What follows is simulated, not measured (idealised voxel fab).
Process module name: voxel transistor to metal
Cross-sectional view cut (width: 195 nm; square cell size: 5 nm).
This document writes a cross-section as a grid whose cells are square, and gives it as bands, listed from the top down; one or more rows of cells form a band.
It is stipulated that each band's entry specify, in nanometres, the height of the top of the band and then that of its bottom, followed by the materials of the band in left-to-right sequence, each together with its width in nanometres. A single material marked by the word "edge to edge" is understood to fill the band from edge to edge; the word "air" is understood to denote empty space.
Heights are expressed relative to 0, this being the level below which the as-received wafer comprises one material exclusively. The lowest band is unbounded in the downward direction and is denoted as in "top 0, no bottom".
The width entry "30 to 40" should be interpreted row by row: the top row of cells in the band takes the first number, the bottom row takes the second number, and the change between adjacent rows is uniform throughout.
Step note "nothing different" = no cross-section cell changed.
Reported under the label "Fully closed voids" are the empty spaces having no open way to the top and comprising 8 cells or more; the notation for each is width x height at distance, in which the distance is measured from the left edge and all three values are in nm.
That trailing text on a step's line, after the settings, is the simulator's own remark on the step.
overlay nm: right-of-plan distance of the mask on a masked step; negative values mean left-of-plan.
Note: before/after cross-section pairs follow, one process step per pair, after-side truncated at the lowest changed band, step and settings given beneath. Different runs of this module on the same starting wafer may supply the pairs; a pair continues the one above only where the "Before the process" entry says so.

Before the process
    top 0, no bottom  Si edge to edge
    Fully closed voids: none

Post-Step Section View
    top 5, bottom 0  SiO2 edge to edge
    Below 0, the layers are the same as they were.
    Fully closed voids: none
Going from one cross-section above to the next, the wafer undergoes CONFORMAL_DEP | material SiO2 | thk nm 5

Before the process: nothing new to draw here, it's the after view of the pair just above.

Post-Step Section View
    top 15, bottom 5  SiN edge to edge
    Below 5, the layers are the same as they were.
    Fully closed voids: none
Going from one cross-section above to the next, the wafer undergoes CONFORMAL_DEP | material SiN | thk nm 10

Before the process: nothing new to draw here, it's the after view of the pair just above.

Post-Step Section View
    top 30, bottom 15  35 air / 125 resist / 35 air
    Below 15, the layers are the same as they were.
    Fully closed voids: none
Going from one cross-section above to the next, the wafer undergoes PATTERN | tone cover | mask id ACTIVE | material resist | width nm 125 | thk nm 15 | overlay nm 0

Before the process: nothing new to draw here, it's the after view of the pair just above.

Post-Step Section View
    top 30, bottom 15  35 air / 125 resist / 35 air
    top 15, bottom 5  35 air / 125 SiN / 35 air
    Below 5, the layers are the same as they were.
    Fully closed voids: none
Going from one cross-section above to the next, the wafer undergoes DIRECTIONAL_ETCH | etch materials SiN | depth nm 10

Before the process: nothing new to draw here, it's the after view of the pair just above.

Post-Step Section View
    top 30, bottom 15  35 air / 125 resist / 35 air
    top 15, bottom 5  35 air / 125 SiN / 35 air
    top 5, bottom 0  35 air / 125 SiO2 / 35 air
    Below 0, the layers are the same as they were.
    Fully closed voids: none
Going from one cross-section above to the next, the wafer undergoes DIRECTIONAL_ETCH | etch materials SiO2 | depth nm 5

Before the process: nothing new to draw here, it's the after view of the pair just above.

Post-Step Section View
    top 30, bottom 15  35 air / 125 resist / 35 air
    top 15, bottom 5  35 air / 125 SiN / 35 air
    top 5, bottom 0  35 air / 125 SiO2 / 35 air
    top 0, bottom -20  35 air / 125 Si / 35 air
    Below -20, the layers are the same as they were.
    Fully closed voids: none
Going from one cross-section above to the next, the wafer undergoes DIRECTIONAL_ETCH | etch materials Si | depth nm 20

Before the process: nothing new to draw here, it's the after view of the pair just above.

Post-Step Section View
    top 15, bottom 5  35 air / 125 SiN / 35 air
    Below 5, the layers are the same as they were.
    Fully closed voids: none
Going from one cross-section above to the next, the wafer undergoes STRIP | etch materials resist

Before the process: nothing new to draw here, it's the after view of the pair just above.

Post-Step Section View
    top 15, bottom 5  35 air / 125 SiN / 35 air
    top 5, bottom 0  35 air / 125 SiO2 / 35 air
    top 0, bottom -20  35 air / 5 SiO2 / 115 Si / 5 SiO2 / 35 air
    top -20, bottom -25  40 SiO2 / 115 Si / 40 SiO2
    Below -25, the layers are the same as they were.
    Fully closed voids: none
Going from one cross-section above to the next, the wafer undergoes OXIDIZE | depth nm 5

Before the process: nothing new to draw here, it's the after view of the pair just above.

Post-Step Section View
    top 20, bottom 15  SiO2 edge to edge
    top 15, bottom 5  35 SiO2 / 125 SiN / 35 SiO2
    top 5, bottom 0  SiO2 edge to edge
    top 0, bottom -25  40 SiO2 / 115 Si / 40 SiO2
    Below -25, the layers are the same as they were.
    Fully closed voids: none
Going from one cross-section above to the next, the wafer undergoes FILL_DEP | material SiO2 | thk nm 5

Before the process: nothing new to draw here, it's the after view of the pair just above.

Post-Step Section View
    top 15, bottom 5  35 SiO2 / 125 SiN / 35 SiO2
    Below 5, the layers are the same as they were.
    Fully closed voids: none
Going from one cross-section above to the next, the wafer undergoes CMP | height nm 15

Before the process: nothing new to draw here, it's the after view of the pair just above.

Post-Step Section View
    top 15, bottom 5  35 air / 125 SiN / 35 air
    Below 5, the layers are the same as they were.
    Fully closed voids: none
Going from one cross-section above to the next, the wafer undergoes SELECTIVE_ETCH | etch materials SiO2 | depth nm 10

Before the process: nothing new to draw here, it's the after view of the pair just above.

Post-Step Section View
    top 5, bottom 0  SiO2 edge to edge
    Below 0, the layers are the same as they were.
    Fully closed voids: none
Going from one cross-section above to the next, the wafer undergoes STRIP | etch materials SiN

Before the process: nothing new to draw here, it's the after view of the pair just above.

Post-Step Section View
    top 0, bottom -25  40 SiO2 / 115 Si / 40 SiO2
    Below -25, the layers are the same as they were.
    Fully closed voids: none
Going from one cross-section above to the next, the wafer undergoes SELECTIVE_ETCH | etch materials SiO2 | depth nm 5

Before the process: nothing new to draw here, it's the after view of the pair just above.

Post-Step Section View
    top 0, bottom -5  SiO2 edge to edge
    Below -5, the layers are the same as they were.
    Fully closed voids: none
Going from one cross-section above to the next, the wafer undergoes OXIDIZE | depth nm 5

Before the process: nothing new to draw here, it's the after view of the pair just above.

Post-Step Section View
    top 30, bottom 0  polySi edge to edge
    Below 0, the layers are the same as they were.
    Fully closed voids: none
Going from one cross-section above to the next, the wafer undergoes DIRECTIONAL_DEP | material polySi | thk nm 30

Before the process: nothing new to draw here, it's the after view of the pair just above.

Post-Step Section View
    top 45, bottom 30  SiCN edge to edge
    Below 30, the layers are the same as they were.
    Fully closed voids: none
Going from one cross-section above to the next, the wafer undergoes DIRECTIONAL_DEP | material SiCN | thk nm 15

Before the process: nothing new to draw here, it's the after view of the pair just above.

Post-Step Section View
    top 60, bottom 45  80 air / 35 resist / 80 air
    Below 45, the layers are the same as they were.
    Fully closed voids: none
Going from one cross-section above to the next, the wafer undergoes PATTERN | tone cover | mask id GATE | material resist | width nm 35 | thk nm 15 | overlay nm 0

Before the process: nothing new to draw here, it's the after view of the pair just above.

Post-Step Section View
    top 60, bottom 45  80 air / 35 resist / 80 air
    top 45, bottom 30  80 air / 35 SiCN / 80 air
    Below 30, the layers are the same as they were.
    Fully closed voids: none
Going from one cross-section above to the next, the wafer undergoes DIRECTIONAL_ETCH | etch materials SiCN | depth nm 25

Before the process: nothing new to draw here, it's the after view of the pair just above.

Post-Step Section View
    top 60, bottom 45  80 air / 35 resist / 80 air
    top 45, bottom 30  80 air / 35 SiCN / 80 air
    top 30, bottom 0  80 air / 35 polySi / 80 air
    Below 0, the layers are the same as they were.
    Fully closed voids: none
Going from one cross-section above to the next, the wafer undergoes DIRECTIONAL_ETCH | etch materials polySi | depth nm 40

Before the process: nothing new to draw here, it's the after view of the pair just above.

Post-Step Section View
    top 45, bottom 30  80 air / 35 SiCN / 80 air
    Below 30, the layers are the same as they were.
    Fully closed voids: none
Going from one cross-section above to the next, the wafer undergoes STRIP | etch materials resist

Before the process: nothing new to draw here, it's the after view of the pair just above.

Post-Step Section View
    top 50, bottom 45  75 air / 45 SiO2 / 75 air
    top 45, bottom 30  75 air / 5 SiO2 / 35 SiCN / 5 SiO2 / 75 air
    top 30, bottom 5  75 air / 5 SiO2 / 35 polySi / 5 SiO2 / 75 air
    top 5, bottom 0  80 SiO2 / 35 polySi / 80 SiO2
    Below 0, the layers are the same as they were.
    Fully closed voids: none
Going from one cross-section above to the next, the wafer undergoes CONFORMAL_DEP | material SiO2 | thk nm 5

Before the process: nothing new to draw here, it's the after view of the pair just above.

Post-Step Section View
    top 45, bottom 30  75 air / 5 SiO2 / 35 SiCN / 5 SiO2 / 75 air
    top 30, bottom 0  75 air / 5 SiO2 / 35 polySi / 5 SiO2 / 75 air
    Below 0, the layers are the same as they were.
    Fully closed voids: none
Going from one cross-section above to the next, the wafer undergoes DIRECTIONAL_ETCH | etch materials SiO2 | depth nm 5

Before the process: nothing new to draw here, it's the after view of the pair just above.

Post-Step Section View
    top 50, bottom 45  70 air / 55 SiN / 70 air
    top 45, bottom 30  70 air / 5 SiN / 5 SiO2 / 35 SiCN / 5 SiO2 / 5 SiN / 70 air
    top 30, bottom 5  70 air / 5 SiN / 5 SiO2 / 35 polySi / 5 SiO2 / 5 SiN / 70 air
    top 5, bottom 0  75 SiN / 5 SiO2 / 35 polySi / 5 SiO2 / 75 SiN
    Below 0, the layers are the same as they were.
    Fully closed voids: none
Going from one cross-section above to the next, the wafer undergoes CONFORMAL_DEP | material SiN | thk nm 5

Before the process: nothing new to draw here, it's the after view of the pair just above.

Post-Step Section View
    top 45, bottom 30  70 air / 5 SiN / 5 SiO2 / 35 SiCN / 5 SiO2 / 5 SiN / 70 air
    top 30, bottom 0  70 air / 5 SiN / 5 SiO2 / 35 polySi / 5 SiO2 / 5 SiN / 70 air
    Below 0, the layers are the same as they were.
    Fully closed voids: none
Going from one cross-section above to the next, the wafer undergoes DIRECTIONAL_ETCH | etch materials SiN | depth nm 5

Before the process: nothing new to draw here, it's the after view of the pair just above.

Post-Step Section View
    top 45, bottom 40  70 air / 5 SiN / 5 air / 35 SiCN / 5 air / 5 SiN / 70 air
    top 40, bottom 30  70 air / 5 SiN / 5 SiO2 / 35 SiCN / 5 SiO2 / 5 SiN / 70 air
    top 30, bottom 0  70 air / 5 SiN / 5 SiO2 / 35 polySi / 5 SiO2 / 5 SiN / 70 air
    top 0, bottom -5  70 air / 55 SiO2 / 70 air
    Below -5, the layers are the same as they were.
    Fully closed voids: none
Going from one cross-section above to the next, the wafer undergoes DIRECTIONAL_ETCH | etch materials SiO2 | depth nm 5

Before the process: nothing new to draw here, it's the after view of the pair just above.

Post-Step Section View
    top 45, bottom 40  70 air / 5 SiN / 5 air / 35 SiCN / 5 air / 5 SiN / 70 air
    top 40, bottom 30  70 air / 5 SiN / 5 SiO2 / 35 SiCN / 5 SiO2 / 5 SiN / 70 air
    top 30, bottom 0  70 air / 5 SiN / 5 SiO2 / 35 polySi / 5 SiO2 / 5 SiN / 70 air
    top 0, bottom -5  70 air / 55 SiO2 / 70 air
    top -5, bottom -20  40 SiO2 / 30 air / 55 Si / 30 air / 40 SiO2
    Below -20, the layers are the same as they were.
    Fully closed voids: none
Going from one cross-section above to the next, the wafer undergoes DIRECTIONAL_ETCH | etch materials Si | depth nm 15

Before the process: nothing new to draw here, it's the after view of the pair just above.

Post-Step Section View
    top 45, bottom 40  70 air / 5 SiN / 5 air / 35 SiCN / 5 air / 5 SiN / 70 air
    top 40, bottom 30  70 air / 5 SiN / 5 SiO2 / 35 SiCN / 5 SiO2 / 5 SiN / 70 air
    top 30, bottom 15  70 air / 5 SiN / 5 SiO2 / 35 polySi / 5 SiO2 / 5 SiN / 70 air
    top 15, bottom 0  50 air / 20 SiGe / 5 SiN / 5 SiO2 / 35 polySi / 5 SiO2 / 5 SiN / 20 SiGe / 50 air
    top 0, bottom -5  35 air / 35 SiGe / 55 SiO2 / 35 SiGe / 35 air
    top -5, bottom -20  40 SiO2 / 30 SiGe / 55 Si / 30 SiGe / 40 SiO2
    Below -20, the layers are the same as they were.
    Fully closed voids: none
Going from one cross-section above to the next, the wafer undergoes EPI | material SiGe | thk nm 20

Before the process: nothing new to draw here, it's the after view of the pair just above.

Post-Step Section View
    top 50, bottom 45  SiO2 edge to edge
    top 45, bottom 30  70 SiO2 / 5 SiN / 5 SiO2 / 35 SiCN / 5 SiO2 / 5 SiN / 70 SiO2
    top 30, bottom 15  70 SiO2 / 5 SiN / 5 SiO2 / 35 polySi / 5 SiO2 / 5 SiN / 70 SiO2
    top 15, bottom 0  50 SiO2 / 20 SiGe / 5 SiN / 5 SiO2 / 35 polySi / 5 SiO2 / 5 SiN / 20 SiGe / 50 SiO2
    top 0, bottom -5  35 SiO2 / 35 SiGe / 55 SiO2 / 35 SiGe / 35 SiO2
    Below -5, the layers are the same as they were.
    Fully closed voids: none
Going from one cross-section above to the next, the wafer undergoes FILL_DEP | material SiO2 | thk nm 5

Before the process: nothing new to draw here, it's the after view of the pair just above.

Post-Step Section View
    top 30, bottom 15  70 SiO2 / 5 SiN / 5 SiO2 / 35 polySi / 5 SiO2 / 5 SiN / 70 SiO2
    Below 15, the layers are the same as they were.
    Fully closed voids: none
Going from one cross-section above to the next, the wafer undergoes CMP | height nm 30

Before the process: nothing new to draw here, it's the after view of the pair just above.

Post-Step Section View
    top 30, bottom 15  70 SiO2 / 5 SiN / 5 SiO2 / 35 air / 5 SiO2 / 5 SiN / 70 SiO2
    top 15, bottom 0  50 SiO2 / 20 SiGe / 5 SiN / 5 SiO2 / 35 air / 5 SiO2 / 5 SiN / 20 SiGe / 50 SiO2
    Below 0, the layers are the same as they were.
    Fully closed voids: none
Going from one cross-section above to the next, the wafer undergoes STRIP | etch materials polySi

Before the process: nothing new to draw here, it's the after view of the pair just above.

Post-Step Section View
    top 30, bottom 25  70 air / 5 SiN / 45 air / 5 SiN / 70 air
    top 25, bottom 15  70 SiO2 / 5 SiN / 45 air / 5 SiN / 70 SiO2
    top 15, bottom 0  50 SiO2 / 20 SiGe / 5 SiN / 45 air / 5 SiN / 20 SiGe / 50 SiO2
    top 0, bottom -5  35 SiO2 / 35 SiGe / 5 SiO2 / 45 air / 5 SiO2 / 35 SiGe / 35 SiO2
    Below -5, the layers are the same as they were.
    Fully closed voids: none
Going from one cross-section above to the next, the wafer undergoes SELECTIVE_ETCH | etch materials SiO2 | depth nm 5

Before the process: nothing new to draw here, it's the after view of the pair just above.

Post-Step Section View
    top 35, bottom 30  65 air / 15 HfO2 / 35 air / 15 HfO2 / 65 air
    top 30, bottom 25  70 HfO2 / 5 SiN / 5 HfO2 / 35 air / 5 HfO2 / 5 SiN / 70 HfO2
    top 25, bottom 15  70 SiO2 / 5 SiN / 5 HfO2 / 35 air / 5 HfO2 / 5 SiN / 70 SiO2
    top 15, bottom 0  50 SiO2 / 20 SiGe / 5 SiN / 5 HfO2 / 35 air / 5 HfO2 / 5 SiN / 20 SiGe / 50 SiO2
    top 0, bottom -5  35 SiO2 / 35 SiGe / 5 SiO2 / 45 HfO2 / 5 SiO2 / 35 SiGe / 35 SiO2
    Below -5, the layers are the same as they were.
    Fully closed voids: none
Going from one cross-section above to the next, the wafer undergoes CONFORMAL_DEP | material HfO2 | thk nm 5

Before the process: nothing new to draw here, it's the after view of the pair just above.

Post-Step Section View
    top 40, bottom 35  60 air / 25 TiN / 25 air / 25 TiN / 60 air
    top 35, bottom 30  65 TiN / 15 HfO2 / 5 TiN / 25 air / 5 TiN / 15 HfO2 / 65 TiN
    top 30, bottom 25  70 HfO2 / 5 SiN / 5 HfO2 / 5 TiN / 25 air / 5 TiN / 5 HfO2 / 5 SiN / 70 HfO2
    top 25, bottom 15  70 SiO2 / 5 SiN / 5 HfO2 / 5 TiN / 25 air / 5 TiN / 5 HfO2 / 5 SiN / 70 SiO2
    top 15, bottom 5  50 SiO2 / 20 SiGe / 5 SiN / 5 HfO2 / 5 TiN / 25 air / 5 TiN / 5 HfO2 / 5 SiN / 20 SiGe / 50 SiO2
    top 5, bottom 0  50 SiO2 / 20 SiGe / 5 SiN / 5 HfO2 / 35 TiN / 5 HfO2 / 5 SiN / 20 SiGe / 50 SiO2
    Below 0, the layers are the same as they were.
    Fully closed voids: none
Going from one cross-section above to the next, the wafer undergoes CONFORMAL_DEP | material TiN | thk nm 5

Before the process: nothing new to draw here, it's the after view of the pair just above.

Post-Step Section View
    top 50, bottom 40  W edge to edge
    top 40, bottom 35  60 W / 25 TiN / 25 W / 25 TiN / 60 W
    top 35, bottom 30  65 TiN / 15 HfO2 / 5 TiN / 25 W / 5 TiN / 15 HfO2 / 65 TiN
    top 30, bottom 25  70 HfO2 / 5 SiN / 5 HfO2 / 5 TiN / 25 W / 5 TiN / 5 HfO2 / 5 SiN / 70 HfO2
    top 25, bottom 15  70 SiO2 / 5 SiN / 5 HfO2 / 5 TiN / 25 W / 5 TiN / 5 HfO2 / 5 SiN / 70 SiO2
    top 15, bottom 5  50 SiO2 / 20 SiGe / 5 SiN / 5 HfO2 / 5 TiN / 25 W / 5 TiN / 5 HfO2 / 5 SiN / 20 SiGe / 50 SiO2
    Below 5, the layers are the same as they were.
    Fully closed voids: none
Going from one cross-section above to the next, the wafer undergoes FILL_DEP | material W | thk nm 10

Before the process: nothing new to draw here, it's the after view of the pair just above.

Post-Step Section View
    top 25, bottom 15  70 SiO2 / 5 SiN / 5 HfO2 / 5 TiN / 25 W / 5 TiN / 5 HfO2 / 5 SiN / 70 SiO2
    Below 15, the layers are the same as they were.
    Fully closed voids: none
Going from one cross-section above to the next, the wafer undergoes CMP | height nm 25

Before the process: nothing new to draw here, it's the after view of the pair just above.

Post-Step Section View
    top 35, bottom 25  SiO2 edge to edge
    Below 25, the layers are the same as they were.
    Fully closed voids: none
Going from one cross-section above to the next, the wafer undergoes DIRECTIONAL_DEP | material SiO2 | thk nm 10

Before the process: nothing new to draw here, it's the after view of the pair just above.

Post-Step Section View
    top 50, bottom 35  aC edge to edge
    Below 35, the layers are the same as they were.
    Fully closed voids: none
Going from one cross-section above to the next, the wafer undergoes DIRECTIONAL_DEP | material aC | thk nm 15

Before the process: nothing new to draw here, it's the after view of the pair just above.

Post-Step Section View
    top 80, bottom 50  45 resist / 15 air / 75 resist / 15 air / 45 resist
    Below 50, the layers are the same as they were.
    Fully closed voids: none
Going from one cross-section above to the next, the wafer undergoes PATTERN | tone open | mask id CONTACT | material resist | width nm 15 | pitch nm 90 | thk nm 30 | overlay nm 0

Before the process: nothing new to draw here, it's the after view of the pair just above.

Post-Step Section View
    top 65, bottom 50  45 resist / 15 air / 75 resist / 15 air / 45 resist
    top 50, bottom 35  45 aC / 15 air / 75 aC / 15 air / 45 aC
    Below 35, the layers are the same as they were.
    Fully closed voids: none
Going from one cross-section above to the next, the wafer undergoes DIRECTIONAL_ETCH | etch materials aC | depth nm 15

Before the process: nothing new to draw here, it's the after view of the pair just above.

Post-Step Section View
    top 50, bottom 35  45 aC / 15 air / 75 aC / 15 air / 45 aC
    Below 35, the layers are the same as they were.
    Fully closed voids: none
Going from one cross-section above to the next, the wafer undergoes STRIP | etch materials resist

Before the process: nothing new to draw here, it's the after view of the pair just above.

Post-Step Section View
    top 50, bottom 35  45 aC / 15 air / 75 aC / 15 air / 45 aC
    top 35, bottom 25  45 SiO2 / 15 air / 75 SiO2 / 15 air / 45 SiO2
    top 25, bottom 15  45 SiO2 / 15 air / 10 SiO2 / 5 SiN / 5 HfO2 / 5 TiN / 25 W / 5 TiN / 5 HfO2 / 5 SiN / 10 SiO2 / 15 air / 45 SiO2
    top 15, bottom 5  45 SiO2 / 5 air / 20 SiGe / 5 SiN / 5 HfO2 / 5 TiN / 25 W / 5 TiN / 5 HfO2 / 5 SiN / 20 SiGe / 5 air / 45 SiO2
    top 5, bottom 0  45 SiO2 / 5 air / 20 SiGe / 5 SiN / 5 HfO2 / 35 TiN / 5 HfO2 / 5 SiN / 20 SiGe / 5 air / 45 SiO2
    Below 0, the layers are the same as they were.
    Fully closed voids: none
Going from one cross-section above to the next, the wafer undergoes DIRECTIONAL_ETCH | etch materials SiO2 | depth nm 35

Before the process: nothing new to draw here, it's the after view of the pair just above.

Post-Step Section View
    top 35, bottom 25  45 SiO2 / 15 air / 75 SiO2 / 15 air / 45 SiO2
    Below 25, the layers are the same as they were.
    Fully closed voids: none
Going from one cross-section above to the next, the wafer undergoes STRIP | etch materials aC

Before the process: nothing new to draw here, it's the after view of the pair just above.

Post-Step Section View
    top 40, bottom 35  50 TiN / 5 air / 85 TiN / 5 air / 50 TiN
    top 35, bottom 25  45 SiO2 / 5 TiN / 5 air / 5 TiN / 75 SiO2 / 5 TiN / 5 air / 5 TiN / 45 SiO2
    top 25, bottom 20  45 SiO2 / 5 TiN / 5 air / 5 TiN / 10 SiO2 / 5 SiN / 5 HfO2 / 5 TiN / 25 W / 5 TiN / 5 HfO2 / 5 SiN / 10 SiO2 / 5 TiN / 5 air / 5 TiN / 45 SiO2
    top 20, bottom 15  45 SiO2 / 15 TiN / 10 SiO2 / 5 SiN / 5 HfO2 / 5 TiN / 25 W / 5 TiN / 5 HfO2 / 5 SiN / 10 SiO2 / 15 TiN / 45 SiO2
    top 15, bottom 5  45 SiO2 / 5 TiN / 20 SiGe / 5 SiN / 5 HfO2 / 5 TiN / 25 W / 5 TiN / 5 HfO2 / 5 SiN / 20 SiGe / 5 TiN / 45 SiO2
    top 5, bottom 0  45 SiO2 / 5 TiN / 20 SiGe / 5 SiN / 5 HfO2 / 35 TiN / 5 HfO2 / 5 SiN / 20 SiGe / 5 TiN / 45 SiO2
    Below 0, the layers are the same as they were.
    Fully closed voids: none
Going from one cross-section above to the next, the wafer undergoes CONFORMAL_DEP | material TiN | thk nm 5

Before the process: nothing new to draw here, it's the after view of the pair just above.

Post-Step Section View
    top 45, bottom 40  Ru edge to edge
    top 40, bottom 35  50 TiN / 5 Ru / 85 TiN / 5 Ru / 50 TiN
    top 35, bottom 25  45 SiO2 / 5 TiN / 5 Ru / 5 TiN / 75 SiO2 / 5 TiN / 5 Ru / 5 TiN / 45 SiO2
    top 25, bottom 20  45 SiO2 / 5 TiN / 5 Ru / 5 TiN / 10 SiO2 / 5 SiN / 5 HfO2 / 5 TiN / 25 W / 5 TiN / 5 HfO2 / 5 SiN / 10 SiO2 / 5 TiN / 5 Ru / 5 TiN / 45 SiO2
    Below 20, the layers are the same as they were.
    Fully closed voids: none
Going from one cross-section above to the next, the wafer undergoes FILL_DEP | material Ru | thk nm 5

Before the process: nothing new to draw here, it's the after view of the pair just above.

Post-Step Section View
    top 35, bottom 25  45 SiO2 / 5 TiN / 5 Ru / 5 TiN / 75 SiO2 / 5 TiN / 5 Ru / 5 TiN / 45 SiO2
    Below 25, the layers are the same as they were.
    Fully closed voids: none
Going from one cross-section above to the next, the wafer undergoes CMP | height nm 35

Before the process: nothing new to draw here, it's the after view of the pair just above.

Post-Step Section View
    top 40, bottom 35  TiN edge to edge
    Below 35, the layers are the same as they were.
    Fully closed voids: none
Going from one cross-section above to the next, the wafer undergoes DIRECTIONAL_DEP | material TiN | thk nm 5

Before the process: nothing new to draw here, it's the after view of the pair just above.

Post-Step Section View
    top 55, bottom 40  W edge to edge
    Below 40, the layers are the same as they were.
    Fully closed voids: none
Going from one cross-section above to the next, the wafer undergoes DIRECTIONAL_DEP | material W | thk nm 15

Before the process: nothing new to draw here, it's the after view of the pair just above.

Post-Step Section View
    top 70, bottom 55  45 air / 15 resist / 75 air / 15 resist / 45 air
    Below 55, the layers are the same as they were.
    Fully closed voids: none
Going from one cross-section above to the next, the wafer undergoes PATTERN | tone cover | mask id METAL_1 | material resist | width nm 15 | pitch nm 90 | thk nm 15 | overlay nm 0

Before the process: nothing new to draw here, it's the after view of the pair just above.

Post-Step Section View
    top 70, bottom 55  45 air / 15 resist / 75 air / 15 resist / 45 air
    top 55, bottom 40  45 air / 15 W / 75 air / 15 W / 45 air
    Below 40, the layers are the same as they were.
    Fully closed voids: none
Going from one cross-section above to the next, the wafer undergoes DIRECTIONAL_ETCH | etch materials W | depth nm 15

Before the process: nothing new to draw here, it's the after view of the pair just above.

Post-Step Section View
    top 70, bottom 55  45 air / 15 resist / 75 air / 15 resist / 45 air
    top 55, bottom 40  45 air / 15 W / 75 air / 15 W / 45 air
    top 40, bottom 35  45 air / 15 TiN / 75 air / 15 TiN / 45 air
    Below 35, the layers are the same as they were.
    Fully closed voids: none
Going from one cross-section above to the next, the wafer undergoes DIRECTIONAL_ETCH | etch materials TiN | depth nm 5

Before the process: nothing new to draw here, it's the after view of the pair just above.

Post-Step Section View
    top 55, bottom 40  45 air / 15 W / 75 air / 15 W / 45 air
    Below 40, the layers are the same as they were.
    Fully closed voids: none
Going from one cross-section above to the next, the wafer undergoes STRIP | etch materials resist

Before the process: nothing new to draw here, it's the after view of the pair just above.

Post-Step Section View
    top 65, bottom 55  lowk edge to edge
    top 55, bottom 40  45 lowk / 15 W / 75 lowk / 15 W / 45 lowk
    top 40, bottom 35  45 lowk / 15 TiN / 75 lowk / 15 TiN / 45 lowk
    Below 35, the layers are the same as they were.
    Fully closed voids: none
Going from one cross-section above to the next, the wafer undergoes FILL_DEP | material lowk | thk nm 10

Before the process: nothing new to draw here, it's the after view of the pair just above.

Post-Step Section View
    top 55, bottom 40  45 lowk / 15 W / 75 lowk / 15 W / 45 lowk
    Below 40, the layers are the same as they were.
    Fully closed voids: none
Going from one cross-section above to the next, the wafer undergoes CMP | height nm 55

Before the process: nothing new to draw here, it's the after view of the pair just above.

Post-Step Section View
    top 60, bottom 55  SiN edge to edge
    Below 55, the layers are the same as they were.
    Fully closed voids: none
Going from one cross-section above to the next, the wafer undergoes CONFORMAL_DEP | material SiN | thk nm 5

Before the process
    top 45, bottom 30  80 air / 35 SiCN / 80 air
    top 30, bottom 0  80 air / 35 polySi / 80 air
    top 0, bottom -5  SiO2 edge to edge
    top -5, bottom -25  40 SiO2 / 115 Si / 40 SiO2
    top -25, no bottom  Si edge to edge
    Fully closed voids: none

Post-Step Section View
    top 45, bottom 30  80 air / 35 SiCN / 80 air
    top 30, bottom 0  80 air / 35 polySi / 80 air
    top 0, bottom -5  80 air / 35 SiO2 / 80 air
    Below -5, the layers are the same as they were.
    Fully closed voids: none
Going from one cross-section above to the next, the wafer undergoes DIRECTIONAL_ETCH | etch materials SiO2 | depth nm 5

Before the process: nothing new to draw here, it's the after view of the pair just above.

Post-Step Section View
    top 50, bottom 45  75 air / 45 SiN / 75 air
    top 45, bottom 30  75 air / 5 SiN / 35 SiCN / 5 SiN / 75 air
    top 30, bottom 0  75 air / 5 SiN / 35 polySi / 5 SiN / 75 air
    top 0, bottom -5  80 SiN / 35 SiO2 / 80 SiN
    Below -5, the layers are the same as they were.
    Fully closed voids: none
Going from one cross-section above to the next, the wafer undergoes CONFORMAL_DEP | material SiN | thk nm 5

Before the process: nothing new to draw here, it's the after view of the pair just above.

Post-Step Section View
    top 45, bottom 30  75 air / 5 SiN / 35 SiCN / 5 SiN / 75 air
    top 30, bottom 0  75 air / 5 SiN / 35 polySi / 5 SiN / 75 air
    top 0, bottom -5  75 air / 5 SiN / 35 SiO2 / 5 SiN / 75 air
    Below -5, the layers are the same as they were.
    Fully closed voids: none
Going from one cross-section above to the next, the wafer undergoes DIRECTIONAL_ETCH | etch materials SiN | depth nm 5

Before the process: nothing new to draw here, it's the after view of the pair just above.

Post-Step Section View
    top 45, bottom 30  75 air / 5 SiN / 35 SiCN / 5 SiN / 75 air
    top 30, bottom 0  75 air / 5 SiN / 35 polySi / 5 SiN / 75 air
    top 0, bottom -5  75 air / 5 SiN / 35 SiO2 / 5 SiN / 75 air
    top -5, bottom -10  40 air / 115 Si / 40 air
    Below -10, the layers are the same as they were.
    Fully closed voids: none
Going from one cross-section above to the next, the wafer undergoes DIRECTIONAL_ETCH | etch materials SiO2 | depth nm 5

Before the process: nothing new to draw here, it's the after view of the pair just above.

Post-Step Section View
    top 45, bottom 30  75 air / 5 SiN / 35 SiCN / 5 SiN / 75 air
    top 30, bottom 0  75 air / 5 SiN / 35 polySi / 5 SiN / 75 air
    top 0, bottom -5  75 air / 5 SiN / 35 SiO2 / 5 SiN / 75 air
    top -5, bottom -10  75 air / 45 Si / 75 air
    top -10, bottom -20  40 SiO2 / 35 air / 45 Si / 35 air / 40 SiO2
    Below -20, the layers are the same as they were.
    Fully closed voids: none
Going from one cross-section above to the next, the wafer undergoes DIRECTIONAL_ETCH | etch materials Si | depth nm 15

Before the process: nothing new to draw here, it's the after view of the pair just above.

Post-Step Section View
    top 45, bottom 30  75 air / 5 SiN / 35 SiCN / 5 SiN / 75 air
    top 30, bottom 15  75 air / 5 SiN / 35 polySi / 5 SiN / 75 air
    top 15, bottom 0  55 air / 20 SiGe / 5 SiN / 35 polySi / 5 SiN / 20 SiGe / 55 air
    top 0, bottom -5  30 air / 45 SiGe / 5 SiN / 35 SiO2 / 5 SiN / 45 SiGe / 30 air
    top -5, bottom -10  30 air / 45 SiGe / 45 Si / 45 SiGe / 30 air
    top -10, bottom -20  40 SiO2 / 35 SiGe / 45 Si / 35 SiGe / 40 SiO2
    Below -20, the layers are the same as they were.
    Fully closed voids: none
Going from one cross-section above to the next, the wafer undergoes EPI | material SiGe | thk nm 20

Before the process: nothing new to draw here, it's the after view of the pair just above.

Post-Step Section View
    top 50, bottom 45  SiO2 edge to edge
    top 45, bottom 30  75 SiO2 / 5 SiN / 35 SiCN / 5 SiN / 75 SiO2
    top 30, bottom 15  75 SiO2 / 5 SiN / 35 polySi / 5 SiN / 75 SiO2
    top 15, bottom 0  55 SiO2 / 20 SiGe / 5 SiN / 35 polySi / 5 SiN / 20 SiGe / 55 SiO2
    top 0, bottom -5  30 SiO2 / 45 SiGe / 5 SiN / 35 SiO2 / 5 SiN / 45 SiGe / 30 SiO2
    top -5, bottom -10  30 SiO2 / 45 SiGe / 45 Si / 45 SiGe / 30 SiO2
    Below -10, the layers are the same as they were.
    Fully closed voids: none
Going from one cross-section above to the next, the wafer undergoes FILL_DEP | material SiO2 | thk nm 5

Before the process: nothing new to draw here, it's the after view of the pair just above.

Post-Step Section View
    top 30, bottom 15  75 SiO2 / 5 SiN / 35 polySi / 5 SiN / 75 SiO2
    Below 15, the layers are the same as they were.
    Fully closed voids: none
Going from one cross-section above to the next, the wafer undergoes CMP | height nm 30
